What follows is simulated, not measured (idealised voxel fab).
You're looking at the process module voxel fin reveal.
Section cut is 160 nm wide and gridded with 5 nm square cells.
Bands, listed from the top down, are how a cross-section gets written in this document; the cross-section itself is a grid of square cells, and a band is one or more rows of them.
A band entry consists of two parts. The first gives the height of the band's top and the height of its bottom, in nm. The rest lists the band's materials from left to right, each with its width in nm. A single material labelled with the word "everywhere" fills the band from edge to edge, and the word "blank" marks empty space.
Height reference: 0 = level under which incoming wafer is all one material. Lowest band: no bottom, runs on downward, e.g. "0 and below".
Width: "30->40" (first number = top row, second number = bottom row, same change from row to row of cells).
Where a step carries "nothing different", the cross-section came out of it unchanged, cell for cell.
Entry "Tabulated closed voids" = empty spaces >= 8 cells with no open way to the top; each as width x height at distance, distance from left edge, all nm.
Heads up: the bit after the settings on a step's line is the simulator's remark on that step.
Each step line may optionally specify "overlay nm", which for a step with a mask gives the rightward distance between the mask's planned place and where it lay, a negative value indicating the leftward direction.

-- Steps in the process plan
step 1: RECEIVE [material Si]
step 2: CONFORMAL_DEP [material SiN] [thk nm 10]
step 3: DIRECTIONAL_DEP [material aC] [thk nm 15]
step 4: PATTERN [tone cover] [mask id FINS] [material resist] [width nm 15] [pitch nm 40] [thk nm 35] [overlay nm 0]
step 5: DIRECTIONAL_ETCH [etch materials aC] [depth nm 15]
step 6: STRIP [etch materials resist]
step 7: DIRECTIONAL_ETCH [etch materials SiN] [depth nm 10]
step 8: DIRECTIONAL_ETCH [etch materials Si] [depth nm 30]
step 9: STRIP [etch materials aC]
step 10: FILL_DEP [material SiO2] [thk nm 15]
step 11: CMP [height nm 10]
step 12: SELECTIVE_ETCH [etch materials SiO2] [depth nm 25]
step 13: STRIP [etch materials SiN]
step 14: CONFORMAL_DEP [material HfO2] [thk nm 5]

-- as received, after step 1
	0 and below | Si everywhere
	Tabulated closed voids: none

-- First of two wafers: cross-section at end of module, run per plan
	5 down to 0 | 25 blank | 25 HfO2 | 15 blank | 25 HfO2 | 15 blank | 25 HfO2 | 30 blank
	0 down to -10 | 25 blank | 5 HfO2 | 15 Si | 5 HfO2 | 15 blank | 5 HfO2 | 15 Si | 5 HfO2 | 15 blank | 5 HfO2 | 15 Si | 5 HfO2 | 30 blank
	-10 down to -15 | 30 HfO2 | 15 Si | 25 HfO2 | 15 Si | 25 HfO2 | 15 Si | 35 HfO2
	-15 down to -30 | 30 SiO2 | 15 Si | 25 SiO2 | 15 Si | 25 SiO2 | 15 Si | 35 SiO2
	-30 and below | Si everywhere
	Tabulated closed voids: none

-- Second wafer through the module, sectioned at the end: same beginning and same plan as the first wafer, with one mistake in carrying it out
	5 down to 0 | 25 blank | 25 HfO2 | 15 blank | 25 HfO2 | 15 blank | 25 HfO2 | 30 blank
	0 down to -10 | 25 blank | 5 HfO2 | 15 Si | 5 HfO2 | 15 blank | 5 HfO2 | 15 Si | 5 HfO2 | 15 blank | 5 HfO2 | 15 Si | 5 HfO2 | 30 blank
	-10 down to -15 | 30 HfO2 | 15 Si | 25 HfO2 | 15 Si | 25 HfO2 | 15 Si | 35 HfO2
	-15 down to -60 | 30 SiO2 | 15 Si | 25 SiO2 | 15 Si | 25 SiO2 | 15 Si | 35 SiO2
	-60 and below | Si everywhere
	Tabulated closed voids: none
Run error: plan step 8 ran twice
FYI, end of process, the second wafer has more or fewer cells of some materials than the first: -138 Si | +138 SiO2
